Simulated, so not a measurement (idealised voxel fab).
process module | voxel transistor to metal
cross-section cut | 260 nm wide | cells 5 nm
A cross-section is a grid of square cells, given in bands from the top down. A band is one or more rows of cells.
Each band's line starts with the height of the band's top and of its bottom, in nm. Then come its materials from left to right, each with its width in nm. One material with "throughout" fills the band from edge to edge. "air" is empty space.
Height 0 is the level under which the wafer as received is all one material. The lowest band goes on downwards, as in "0 down".
A width such as "30 to 40" changes by the same amount from each row of cells to the next, from the band's top row to its bottom row.
"no change" after a step means that no cell of the cross-section changed.
closed voids: empty space of 8 cells or more with no open way to the top, each as width x height at its distance from the left edge, in nm
after a step's settings: what the simulator itself notes on the step
overlay nm, on a step with a mask: how far to the right of its planned place the mask lay; to the left if negative
plan
1 op RECEIVE | material Si
2 op OXIDIZE | depth nm 5
3 op CONFORMAL_DEP | material SiN | thk nm 10
4 op PATTERN | tone cover | mask id ACTIVE | material resist | width nm 105 | pitch nm 125 | thk nm 15 | overlay nm 0
5 op DIRECTIONAL_ETCH | etch materials SiN | depth nm 10
6 op DIRECTIONAL_ETCH | etch materials SiO2 | depth nm 5
7 op DIRECTIONAL_ETCH | etch materials Si | depth nm 30
8 op STRIP | etch materials resist
9 op OXIDIZE | depth nm 5
10 op FILL_DEP | material SiO2 | thk nm 15
11 op CMP | height nm 10
12 op SELECTIVE_ETCH | etch materials SiO2 | depth nm 5
13 op STRIP | etch materials SiN
14 op SELECTIVE_ETCH | etch materials SiO2 | depth nm 5
15 op OXIDIZE | depth nm 5
16 op DIRECTIONAL_DEP | material polySi | thk nm 30
17 op DIRECTIONAL_DEP | material SiCN | thk nm 10
18 op MASKED_ETCH | tone cover | mask id GATE | width nm 15 | pitch nm 125 | etch materials SiCN | depth nm 20 | overlay nm 0
19 op MASKED_ETCH | tone cover | mask id GATE | width nm 15 | pitch nm 125 | etch materials polySi | depth nm 40 | overlay nm 0
20 op CONFORMAL_DEP | material SiO2 | thk nm 5
21 op DIRECTIONAL_ETCH | etch materials SiO2 | depth nm 5
22 op CONFORMAL_DEP | material SiN | thk nm 10
23 op DIRECTIONAL_ETCH | etch materials SiN | depth nm 10
24 op DIRECTIONAL_ETCH | etch materials SiO2 | depth nm 5
25 op EPI | material SiGe | thk nm 5
26 op FILL_DEP | material SiO2 | thk nm 10
27 op CMP | height nm 35
28 op DIRECTIONAL_DEP | material SiO2 | thk nm 15
29 op PATTERN | tone open | mask id CONTACT | material resist | width nm 20 | thk nm 15 | overlay nm 0
30 op DIRECTIONAL_ETCH | etch materials SiO2 | depth nm 55
31 op STRIP | etch materials resist
32 op CONFORMAL_DEP | material TiN | thk nm 5
33 op FILL_DEP | material Ru | thk nm 5
34 op CMP | height nm 50
35 op CONFORMAL_DEP | material SiCN | thk nm 5
36 op DIRECTIONAL_DEP | material lowk | thk nm 15
37 op MASKED_ETCH | tone open | mask id METAL_1 | width nm 20 | etch materials lowk | depth nm 15 | overlay nm 0
38 op MASKED_ETCH | tone open | mask id METAL_1 | width nm 20 | etch materials SiCN | depth nm 5 | overlay nm 0
39 op CONFORMAL_DEP | material TiN | thk nm 5
40 op FILL_DEP | material W | thk nm 10
41 op CMP | height nm 70
42 op CONFORMAL_DEP | material SiCN | thk nm 5
43 op DIRECTIONAL_DEP | material SiO2 | thk nm 35
44 op DIRECTIONAL_DEP | material aC | thk nm 10
45 op PATTERN | tone open | mask id METAL_2_HOLES | material resist | width nm 15 | pitch nm 125 | thk nm 30 | overlay nm 0
46 op DIRECTIONAL_ETCH | etch materials aC | depth nm 10
47 op STRIP | etch materials resist
48 op DIRECTIONAL_ETCH | etch materials SiO2 | depth nm 35
49 op STRIP | etch materials aC
50 op PATTERN | tone open | mask id METAL_2 | material resist | width nm 20 | pitch nm 125 | thk nm 20 | overlay nm 0
51 op DIRECTIONAL_ETCH | etch materials SiO2 | depth nm 20
52 op DIRECTIONAL_ETCH | etch materials SiCN | depth nm 5
53 op STRIP | etch materials resist
54 op CONFORMAL_DEP | material TiN | thk nm 5
55 op FILL_DEP | material Cu | thk nm 5
56 op CMP | height nm 110
57 op CONFORMAL_DEP | material SiN | thk nm 5
first wafer, as planned
as received, after step 1
  0 down: Si throughout
  closed voids: none
after step 2
  0 to -5: SiO2 throughout
  below -5: unchanged
after step 3
  10 to 0: SiN throughout
  below 0: unchanged
after step 4
  25 to 10: air 15 | resist 105 | air 20 | resist 105 | air 15
  below 10: unchanged
after step 5
  25 to 10: air 15 | resist 105 | air 20 | resist 105 | air 15
  10 to 0: air 15 | SiN 105 | air 20 | SiN 105 | air 15
  below 0: unchanged
after step 6
  25 to 10: air 15 | resist 105 | air 20 | resist 105 | air 15
  10 to 0: air 15 | SiN 105 | air 20 | SiN 105 | air 15
  0 to -5: air 15 | SiO2 105 | air 20 | SiO2 105 | air 15
  below -5: unchanged
after step 7
  25 to 10: air 15 | resist 105 | air 20 | resist 105 | air 15
  10 to 0: air 15 | SiN 105 | air 20 | SiN 105 | air 15
  0 to -5: air 15 | SiO2 105 | air 20 | SiO2 105 | air 15
  -5 to -35: air 15 | Si 105 | air 20 | Si 105 | air 15
  below -35: unchanged
after step 8
  10 to 0: air 15 | SiN 105 | air 20 | SiN 105 | air 15
  below 0: unchanged
after step 9
  10 to 0: air 15 | SiN 105 | air 20 | SiN 105 | air 15
  0 to -5: air 15 | SiO2 105 | air 20 | SiO2 105 | air 15
  -5 to -35: air 15 | SiO2 5 | Si 95 | SiO2 5 | air 20 | SiO2 5 | Si 95 | SiO2 5 | air 15
  -35 to -40: SiO2 20 | Si 95 | SiO2 30 | Si 95 | SiO2 20
  below -40: unchanged
after step 10
  25 to 10: SiO2 throughout
  10 to 0: SiO2 15 | SiN 105 | SiO2 20 | SiN 105 | SiO2 15
  0 to -5: SiO2 throughout
  -5 to -40: SiO2 20 | Si 95 | SiO2 30 | Si 95 | SiO2 20
  below -40: unchanged
after step 11
  10 to 0: SiO2 15 | SiN 105 | SiO2 20 | SiN 105 | SiO2 15
  below 0: unchanged
after step 12
  10 to 5: air 15 | SiN 105 | air 20 | SiN 105 | air 15
  below 5: unchanged
after step 13
  5 to 0: SiO2 15 | air 105 | SiO2 20 | air 105 | SiO2 15
  below 0: unchanged
after step 14
  0 to -5: SiO2 10 | air 115 | SiO2 10 | air 115 | SiO2 10
  below -5: unchanged
after step 15
  0 to -5: SiO2 10 | air 115 | SiO2 10 | air 115 | SiO2 10
  -5 to -10: SiO2 throughout
  below -10: unchanged
after step 16
  30 to 25: polySi 10 | air 115 | polySi 10 | air 115 | polySi 10
  25 to 0: polySi throughout
  0 to -5: SiO2 10 | polySi 115 | SiO2 10 | polySi 115 | SiO2 10
  below -5: unchanged
after step 17
  40 to 35: SiCN 10 | air 115 | SiCN 10 | air 115 | SiCN 10
  35 to 30: SiCN throughout
  30 to 25: polySi 10 | SiCN 115 | polySi 10 | SiCN 115 | polySi 10
  below 25: unchanged
after step 18
  35 to 30: air 60 | SiCN 15 | air 110 | SiCN 15 | air 60
  30 to 25: polySi 10 | air 50 | SiCN 15 | air 50 | polySi 10 | air 50 | SiCN 15 | air 50 | polySi 10
  below 25: unchanged
after step 19
  35 to 25: air 60 | SiCN 15 | air 110 | SiCN 15 | air 60
  25 to 0: air 60 | polySi 15 | air 110 | polySi 15 | air 60
  0 to -5: SiO2 10 | air 50 | polySi 15 | air 50 | SiO2 10 | air 50 | polySi 15 | air 50 | SiO2 10
  below -5: unchanged
after step 20
  40 to 35: air 55 | SiO2 25 | air 100 | SiO2 25 | air 55
  35 to 25: air 55 | SiO2 5 | SiCN 15 | SiO2 5 | air 100 | SiO2 5 | SiCN 15 | SiO2 5 | air 55
  25 to 5: air 55 | SiO2 5 | polySi 15 | SiO2 5 | air 100 | SiO2 5 | polySi 15 | SiO2 5 | air 55
  5 to 0: SiO2 15 | air 40 | SiO2 5 | polySi 15 | SiO2 5 | air 40 | SiO2 20 | air 40 | SiO2 5 | polySi 15 | SiO2 5 | air 40 | SiO2 15
  0 to -5: SiO2 60 | polySi 15 | SiO2 110 | polySi 15 | SiO2 60
  below -5: unchanged
after step 21
  35 to 25: air 55 | SiO2 5 | SiCN 15 | SiO2 5 | air 100 | SiO2 5 | SiCN 15 | SiO2 5 | air 55
  25 to 0: air 55 | SiO2 5 | polySi 15 | SiO2 5 | air 100 | SiO2 5 | polySi 15 | SiO2 5 | air 55
  0 to -5: SiO2 15 | air 40 | SiO2 5 | polySi 15 | SiO2 5 | air 40 | SiO2 20 | air 40 | SiO2 5 | polySi 15 | SiO2 5 | air 40 | SiO2 15
  below -5: unchanged
after step 22
  45 to 35: air 45 | SiN 45 | air 80 | SiN 45 | air 45
  35 to 25: air 45 | SiN 10 | SiO2 5 | SiCN 15 | SiO2 5 | SiN 10 | air 80 | SiN 10 | SiO2 5 | SiCN 15 | SiO2 5 | SiN 10 | air 45
  25 to 10: air 45 | SiN 10 | SiO2 5 | polySi 15 | SiO2 5 | SiN 10 | air 80 | SiN 10 | SiO2 5 | polySi 15 | SiO2 5 | SiN 10 | air 45
  10 to 5: SiN 25 | air 20 | SiN 10 | SiO2 5 | polySi 15 | SiO2 5 | SiN 10 | air 20 | SiN 40 | air 20 | SiN 10 | SiO2 5 | polySi 15 | SiO2 5 | SiN 10 | air 20 | SiN 25
  5 to 0: SiN 55 | SiO2 5 | polySi 15 | SiO2 5 | SiN 100 | SiO2 5 | polySi 15 | SiO2 5 | SiN 55
  0 to -5: SiO2 15 | SiN 40 | SiO2 5 | polySi 15 | SiO2 5 | SiN 40 | SiO2 20 | SiN 40 | SiO2 5 | polySi 15 | SiO2 5 | SiN 40 | SiO2 15
  below -5: unchanged
after step 23
  35 to 25: air 45 | SiN 10 | SiO2 5 | SiCN 15 | SiO2 5 | SiN 10 | air 80 | SiN 10 | SiO2 5 | SiCN 15 | SiO2 5 | SiN 10 | air 45
  25 to 0: air 45 | SiN 10 | SiO2 5 | polySi 15 | SiO2 5 | SiN 10 | air 80 | SiN 10 | SiO2 5 | polySi 15 | SiO2 5 | SiN 10 | air 45
  0 to -5: SiO2 15 | SiN 10 | air 20 | SiN 10 | SiO2 5 | polySi 15 | SiO2 5 | SiN 10 | air 20 | SiN 10 | SiO2 20 | SiN 10 | air 20 | SiN 10 | SiO2 5 | polySi 15 | SiO2 5 | SiN 10 | air 20 | SiN 10 | SiO2 15
  below -5: unchanged
after step 24
  35 to 30: air 45 | SiN 10 | air 5 | SiCN 15 | air 5 | SiN 10 | air 80 | SiN 10 | air 5 | SiCN 15 | air 5 | SiN 10 | air 45
  30 to 25: air 45 | SiN 10 | SiO2 5 | SiCN 15 | SiO2 5 | SiN 10 | air 80 | SiN 10 | SiO2 5 | SiCN 15 | SiO2 5 | SiN 10 | air 45
  25 to 0: air 45 | SiN 10 | SiO2 5 | polySi 15 | SiO2 5 | SiN 10 | air 80 | SiN 10 | SiO2 5 | polySi 15 | SiO2 5 | SiN 10 | air 45
  0 to -5: air 15 | SiN 10 | air 20 | SiN 10 | SiO2 5 | polySi 15 | SiO2 5 | SiN 10 | air 20 | SiN 10 | air 20 | SiN 10 | air 20 | SiN 10 | SiO2 5 | polySi 15 | SiO2 5 | SiN 10 | air 20 | SiN 10 | air 15
  -5 to -10: SiO2 25 | air 20 | SiO2 45 | air 20 | SiO2 40 | air 20 | SiO2 45 | air 20 | SiO2 25
  below -10: unchanged
after step 25
  35 to 30: air 45 | SiN 10 | air 5 | SiCN 15 | air 5 | SiN 10 | air 80 | SiN 10 | air 5 | SiCN 15 | air 5 | SiN 10 | air 45
  30 to 25: air 45 | SiN 10 | SiO2 5 | SiCN 15 | SiO2 5 | SiN 10 | air 80 | SiN 10 | SiO2 5 | SiCN 15 | SiO2 5 | SiN 10 | air 45
  25 to 0: air 45 | SiN 10 | SiO2 5 | polySi 15 | SiO2 5 | SiN 10 | air 80 | SiN 10 | SiO2 5 | polySi 15 | SiO2 5 | SiN 10 | air 45
  0 to -5: air 15 | SiN 10 | air 20 | SiN 10 | SiO2 5 | polySi 15 | SiO2 5 | SiN 10 | air 20 | SiN 10 | air 20 | SiN 10 | air 20 | SiN 10 | SiO2 5 | polySi 15 | SiO2 5 | SiN 10 | air 20 | SiN 10 | air 15
  -5 to -10: SiO2 25 | SiGe 20 | SiO2 45 | SiGe 20 | SiO2 40 | SiGe 20 | SiO2 45 | SiGe 20 | SiO2 25
  below -10: unchanged
after step 26
  45 to 35: SiO2 throughout
  35 to 25: SiO2 45 | SiN 10 | SiO2 5 | SiCN 15 | SiO2 5 | SiN 10 | SiO2 80 | SiN 10 | SiO2 5 | SiCN 15 | SiO2 5 | SiN 10 | SiO2 45
  25 to 0: SiO2 45 | SiN 10 | SiO2 5 | polySi 15 | SiO2 5 | SiN 10 | SiO2 80 | SiN 10 | SiO2 5 | polySi 15 | SiO2 5 | SiN 10 | SiO2 45
  0 to -5: SiO2 15 | SiN 10 | SiO2 20 | SiN 10 | SiO2 5 | polySi 15 | SiO2 5 | SiN 10 | SiO2 20 | SiN 10 | SiO2 20 | SiN 10 | SiO2 20 | SiN 10 | SiO2 5 | polySi 15 | SiO2 5 | SiN 10 | SiO2 20 | SiN 10 | SiO2 15
  below -5: unchanged
after step 27
  35 to 25: SiO2 45 | SiN 10 | SiO2 5 | SiCN 15 | SiO2 5 | SiN 10 | SiO2 80 | SiN 10 | SiO2 5 | SiCN 15 | SiO2 5 | SiN 10 | SiO2 45
  below 25: unchanged
after step 28
  50 to 35: SiO2 throughout
  below 35: unchanged
after step 29
  65 to 50: resist 25 | air 20 | resist 45 | air 20 | resist 40 | air 20 | resist 45 | air 20 | resist 25
  below 50: unchanged
after step 30
  65 to 50: resist 25 | air 20 | resist 45 | air 20 | resist 40 | air 20 | resist 45 | air 20 | resist 25
  50 to 35: SiO2 25 | air 20 | SiO2 45 | air 20 | SiO2 40 | air 20 | SiO2 45 | air 20 | SiO2 25
  35 to 25: SiO2 25 | air 20 | SiN 10 | SiO2 5 | SiCN 15 | SiO2 5 | SiN 10 | air 20 | SiO2 40 | air 20 | SiN 10 | SiO2 5 | SiCN 15 | SiO2 5 | SiN 10 | air 20 | SiO2 25
  25 to 0: SiO2 25 | air 20 | SiN 10 | SiO2 5 | polySi 15 | SiO2 5 | SiN 10 | air 20 | SiO2 40 | air 20 | SiN 10 | SiO2 5 | polySi 15 | SiO2 5 | SiN 10 | air 20 | SiO2 25
  0 to -5: SiO2 15 | SiN 10 | air 20 | SiN 10 | SiO2 5 | polySi 15 | SiO2 5 | SiN 10 | air 20 | SiN 10 | SiO2 20 | SiN 10 | air 20 | SiN 10 | SiO2 5 | polySi 15 | SiO2 5 | SiN 10 | air 20 | SiN 10 | SiO2 15
  below -5: unchanged
after step 31
  50 to 35: SiO2 25 | air 20 | SiO2 45 | air 20 | SiO2 40 | air 20 | SiO2 45 | air 20 | SiO2 25
  below 35: unchanged
after step 32
  55 to 50: TiN 30 | air 10 | TiN 55 | air 10 | TiN 50 | air 10 | TiN 55 | air 10 | TiN 30
  50 to 35: SiO2 25 | TiN 5 | air 10 | TiN 5 | SiO2 45 | TiN 5 | air 10 | TiN 5 | SiO2 40 | TiN 5 | air 10 | TiN 5 | SiO2 45 | TiN 5 | air 10 | TiN 5 | SiO2 25
  35 to 25: SiO2 25 | TiN 5 | air 10 | TiN 5 | SiN 10 | SiO2 5 | SiCN 15 | SiO2 5 | SiN 10 | TiN 5 | air 10 | TiN 5 | SiO2 40 | TiN 5 | air 10 | TiN 5 | SiN 10 | SiO2 5 | SiCN 15 | SiO2 5 | SiN 10 | TiN 5 | air 10 | TiN 5 | SiO2 25
  25 to 0: SiO2 25 | TiN 5 | air 10 | TiN 5 | SiN 10 | SiO2 5 | polySi 15 | SiO2 5 | SiN 10 | TiN 5 | air 10 | TiN 5 | SiO2 40 | TiN 5 | air 10 | TiN 5 | SiN 10 | SiO2 5 | polySi 15 | SiO2 5 | SiN 10 | TiN 5 | air 10 | TiN 5 | SiO2 25
  0 to -5: SiO2 15 | SiN 10 | TiN 20 | SiN 10 | SiO2 5 | polySi 15 | SiO2 5 | SiN 10 | TiN 20 | SiN 10 | SiO2 20 | SiN 10 | TiN 20 | SiN 10 | SiO2 5 | polySi 15 | SiO2 5 | SiN 10 | TiN 20 | SiN 10 | SiO2 15
  below -5: unchanged
after step 33
  60 to 55: Ru throughout
  55 to 50: TiN 30 | Ru 10 | TiN 55 | Ru 10 | TiN 50 | Ru 10 | TiN 55 | Ru 10 | TiN 30
  50 to 35: SiO2 25 | TiN 5 | Ru 10 | TiN 5 | SiO2 45 | TiN 5 | Ru 10 | TiN 5 | SiO2 40 | TiN 5 | Ru 10 | TiN 5 | SiO2 45 | TiN 5 | Ru 10 | TiN 5 | SiO2 25
  35 to 25: SiO2 25 | TiN 5 | Ru 10 | TiN 5 | SiN 10 | SiO2 5 | SiCN 15 | SiO2 5 | SiN 10 | TiN 5 | Ru 10 | TiN 5 | SiO2 40 | TiN 5 | Ru 10 | TiN 5 | SiN 10 | SiO2 5 | SiCN 15 | SiO2 5 | SiN 10 | TiN 5 | Ru 10 | TiN 5 | SiO2 25
  25 to 0: SiO2 25 | TiN 5 | Ru 10 | TiN 5 | SiN 10 | SiO2 5 | polySi 15 | SiO2 5 | SiN 10 | TiN 5 | Ru 10 | TiN 5 | SiO2 40 | TiN 5 | Ru 10 | TiN 5 | SiN 10 | SiO2 5 | polySi 15 | SiO2 5 | SiN 10 | TiN 5 | Ru 10 | TiN 5 | SiO2 25
  below 0: unchanged
after step 34
  50 to 35: SiO2 25 | TiN 5 | Ru 10 | TiN 5 | SiO2 45 | TiN 5 | Ru 10 | TiN 5 | SiO2 40 | TiN 5 | Ru 10 | TiN 5 | SiO2 45 | TiN 5 | Ru 10 | TiN 5 | SiO2 25
  below 35: unchanged
after step 35
  55 to 50: SiCN throughout
  below 50: unchanged
after step 36
  70 to 55: lowk throughout
  below 55: unchanged
after step 37
  70 to 55: lowk 25 | air 20 | lowk 45 | air 20 | lowk 40 | air 20 | lowk 45 | air 20 | lowk 25
  below 55: unchanged
after step 38
  70 to 55: lowk 25 | air 20 | lowk 45 | air 20 | lowk 40 | air 20 | lowk 45 | air 20 | lowk 25
  55 to 50: SiCN 25 | air 20 | SiCN 45 | air 20 | SiCN 40 | air 20 | SiCN 45 | air 20 | SiCN 25
  below 50: unchanged
after step 39
  75 to 70: TiN 30 | air 10 | TiN 55 | air 10 | TiN 50 | air 10 | TiN 55 | air 10 | TiN 30
  70 to 55: lowk 25 | TiN 5 | air 10 | TiN 5 | lowk 45 | TiN 5 | air 10 | TiN 5 | lowk 40 | TiN 5 | air 10 | TiN 5 | lowk 45 | TiN 5 | air 10 | TiN 5 | lowk 25
  55 to 50: SiCN 25 | TiN 20 | SiCN 45 | TiN 20 | SiCN 40 | TiN 20 | SiCN 45 | TiN 20 | SiCN 25
  below 50: unchanged
after step 40
  85 to 75: W throughout
  75 to 70: TiN 30 | W 10 | TiN 55 | W 10 | TiN 50 | W 10 | TiN 55 | W 10 | TiN 30
  70 to 55: lowk 25 | TiN 5 | W 10 | TiN 5 | lowk 45 | TiN 5 | W 10 | TiN 5 | lowk 40 | TiN 5 | W 10 | TiN 5 | lowk 45 | TiN 5 | W 10 | TiN 5 | lowk 25
  below 55: unchanged
after step 41
  70 to 55: lowk 25 | TiN 5 | W 10 | TiN 5 | lowk 45 | TiN 5 | W 10 | TiN 5 | lowk 40 | TiN 5 | W 10 | TiN 5 | lowk 45 | TiN 5 | W 10 | TiN 5 | lowk 25
  below 55: unchanged
after step 42
  75 to 70: SiCN throughout
  below 70: unchanged
after step 43
  110 to 75: SiO2 throughout
  below 75: unchanged
after step 44
  120 to 110: aC throughout
  below 110: unchanged
after step 45
  150 to 120: resist 25 | air 15 | resist 110 | air 15 | resist 95
  below 120: unchanged
after step 46
  140 to 120: resist 25 | air 15 | resist 110 | air 15 | resist 95
  120 to 110: aC 25 | air 15 | aC 110 | air 15 | aC 95
  below 110: unchanged
after step 47
  120 to 110: aC 25 | air 15 | aC 110 | air 15 | aC 95
  below 110: unchanged
after step 48
  120 to 110: aC 25 | air 15 | aC 110 | air 15 | aC 95
  110 to 75: SiO2 25 | air 15 | SiO2 110 | air 15 | SiO2 95
  below 75: unchanged
after step 49
  110 to 75: SiO2 25 | air 15 | SiO2 110 | air 15 | SiO2 95
  below 75: unchanged
after step 50
  130 to 110: resist 25 | air 20 | resist 105 | air 20 | resist 90
  below 110: unchanged
after step 51
  130 to 110: resist 25 | air 20 | resist 105 | air 20 | resist 90
  110 to 90: SiO2 25 | air 20 | SiO2 105 | air 20 | SiO2 90
  below 90: unchanged
after step 52
  130 to 110: resist 25 | air 20 | resist 105 | air 20 | resist 90
  110 to 90: SiO2 25 | air 20 | SiO2 105 | air 20 | SiO2 90
  90 to 75: SiO2 25 | air 15 | SiO2 110 | air 15 | SiO2 95
  75 to 70: SiCN 25 | air 15 | SiCN 110 | air 15 | SiCN 95
  below 70: unchanged
after step 53
  110 to 90: SiO2 25 | air 20 | SiO2 105 | air 20 | SiO2 90
  below 90: unchanged
after step 54
  115 to 110: TiN 30 | air 10 | TiN 115 | air 10 | TiN 95
  110 to 95: SiO2 25 | TiN 5 | air 10 | TiN 5 | SiO2 105 | TiN 5 | air 10 | TiN 5 | SiO2 90
  95 to 90: SiO2 25 | TiN 5 | air 5 | TiN 10 | SiO2 105 | TiN 5 | air 5 | TiN 10 | SiO2 90
  90 to 75: SiO2 25 | TiN 5 | air 5 | TiN 5 | SiO2 110 | TiN 5 | air 5 | TiN 5 | SiO2 95
  75 to 70: SiCN 25 | TiN 15 | SiCN 110 | TiN 15 | SiCN 95
  below 70: unchanged
after step 55
  120 to 115: Cu throughout
  115 to 110: TiN 30 | Cu 10 | TiN 115 | Cu 10 | TiN 95
  110 to 95: SiO2 25 | TiN 5 | Cu 10 | TiN 5 | SiO2 105 | TiN 5 | Cu 10 | TiN 5 | SiO2 90
  95 to 90: SiO2 25 | TiN 5 | Cu 5 | TiN 10 | SiO2 105 | TiN 5 | Cu 5 | TiN 10 | SiO2 90
  90 to 75: SiO2 25 | TiN 5 | Cu 5 | TiN 5 | SiO2 110 | TiN 5 | Cu 5 | TiN 5 | SiO2 95
  below 75: unchanged
after step 56
  110 to 95: SiO2 25 | TiN 5 | Cu 10 | TiN 5 | SiO2 105 | TiN 5 | Cu 10 | TiN 5 | SiO2 90
  below 95: unchanged
after step 57
  115 to 110: SiN throughout
  below 110: unchanged
second wafer: like start, like plan, one mistake. Through step 36 it matches the first wafer
when step 37 should have ended
  70 to 55: air 25 | lowk 20 | air 45 | lowk 20 | air 40 | lowk 20 | air 45 | lowk 20 | air 25
  below 55: unchanged
when step 38 should have ended: no change
when step 39 should have ended
  75 to 70: air 20 | TiN 30 | air 35 | TiN 30 | air 30 | TiN 30 | air 35 | TiN 30 | air 20
  70 to 60: air 20 | TiN 5 | lowk 20 | TiN 5 | air 35 | TiN 5 | lowk 20 | TiN 5 | air 30 | TiN 5 | lowk 20 | TiN 5 | air 35 | TiN 5 | lowk 20 | TiN 5 | air 20
  60 to 55: TiN 25 | lowk 20 | TiN 45 | lowk 20 | TiN 40 | lowk 20 | TiN 45 | lowk 20 | TiN 25
  below 55: unchanged
when step 40 should have ended
  85 to 75: W throughout
  75 to 70: W 20 | TiN 30 | W 35 | TiN 30 | W 30 | TiN 30 | W 35 | TiN 30 | W 20
  70 to 60: W 20 | TiN 5 | lowk 20 | TiN 5 | W 35 | TiN 5 | lowk 20 | TiN 5 | W 30 | TiN 5 | lowk 20 | TiN 5 | W 35 | TiN 5 | lowk 20 | TiN 5 | W 20
  below 60: unchanged
when step 41 should have ended
  70 to 60: W 20 | TiN 5 | lowk 20 | TiN 5 | W 35 | TiN 5 | lowk 20 | TiN 5 | W 30 | TiN 5 | lowk 20 | TiN 5 | W 35 | TiN 5 | lowk 20 | TiN 5 | W 20
  below 60: unchanged
when step 42 should have ended
  75 to 70: SiCN throughout
  below 70: unchanged
when step 43 should have ended
  110 to 75: SiO2 throughout
  below 75: unchanged
when step 44 should have ended
  120 to 110: aC throughout
  below 110: unchanged
when step 45 should have ended
  150 to 120: resist 25 | air 15 | resist 110 | air 15 | resist 95
  below 120: unchanged
when step 46 should have ended
  140 to 120: resist 25 | air 15 | resist 110 | air 15 | resist 95
  120 to 110: aC 25 | air 15 | aC 110 | air 15 | aC 95
  below 110: unchanged
when step 47 should have ended
  120 to 110: aC 25 | air 15 | aC 110 | air 15 | aC 95
  below 110: unchanged
when step 48 should have ended
  120 to 110: aC 25 | air 15 | aC 110 | air 15 | aC 95
  110 to 75: SiO2 25 | air 15 | SiO2 110 | air 15 | SiO2 95
  below 75: unchanged
when step 49 should have ended
  110 to 75: SiO2 25 | air 15 | SiO2 110 | air 15 | SiO2 95
  below 75: unchanged
when step 50 should have ended
  130 to 110: resist 25 | air 20 | resist 105 | air 20 | resist 90
  below 110: unchanged
when step 51 should have ended
  130 to 110: resist 25 | air 20 | resist 105 | air 20 | resist 90
  110 to 90: SiO2 25 | air 20 | SiO2 105 | air 20 | SiO2 90
  below 90: unchanged
when step 52 should have ended
  130 to 110: resist 25 | air 20 | resist 105 | air 20 | resist 90
  110 to 90: SiO2 25 | air 20 | SiO2 105 | air 20 | SiO2 90
  90 to 75: SiO2 25 | air 15 | SiO2 110 | air 15 | SiO2 95
  75 to 70: SiCN 25 | air 15 | SiCN 110 | air 15 | SiCN 95
  below 70: unchanged
when step 53 should have ended
  110 to 90: SiO2 25 | air 20 | SiO2 105 | air 20 | SiO2 90
  below 90: unchanged
when step 54 should have ended
  115 to 110: TiN 30 | air 10 | TiN 115 | air 10 | TiN 95
  110 to 95: SiO2 25 | TiN 5 | air 10 | TiN 5 | SiO2 105 | TiN 5 | air 10 | TiN 5 | SiO2 90
  95 to 90: SiO2 25 | TiN 5 | air 5 | TiN 10 | SiO2 105 | TiN 5 | air 5 | TiN 10 | SiO2 90
  90 to 75: SiO2 25 | TiN 5 | air 5 | TiN 5 | SiO2 110 | TiN 5 | air 5 | TiN 5 | SiO2 95
  75 to 70: SiCN 25 | TiN 15 | SiCN 110 | TiN 15 | SiCN 95
  below 70: unchanged
when step 55 should have ended
  120 to 115: Cu throughout
  115 to 110: TiN 30 | Cu 10 | TiN 115 | Cu 10 | TiN 95
  110 to 95: SiO2 25 | TiN 5 | Cu 10 | TiN 5 | SiO2 105 | TiN 5 | Cu 10 | TiN 5 | SiO2 90
  95 to 90: SiO2 25 | TiN 5 | Cu 5 | TiN 10 | SiO2 105 | TiN 5 | Cu 5 | TiN 10 | SiO2 90
  90 to 75: SiO2 25 | TiN 5 | Cu 5 | TiN 5 | SiO2 110 | TiN 5 | Cu 5 | TiN 5 | SiO2 95
  below 75: unchanged
when step 56 should have ended
  110 to 95: SiO2 25 | TiN 5 | Cu 10 | TiN 5 | SiO2 105 | TiN 5 | Cu 10 | TiN 5 | SiO2 90
  below 95: unchanged
when step 57 should have ended
  115 to 110: SiN throughout
  below 110: unchanged
what went wrong: step 37 ran as: op MASKED_ETCH | tone cover | mask id METAL_1 | width nm 20 | etch materials lowk | depth nm 15 | overlay nm 0
at the end the second wafer has, in cells: 16 more of SiCN | 12 more of TiN | 32 more of W | 60 fewer of lowk
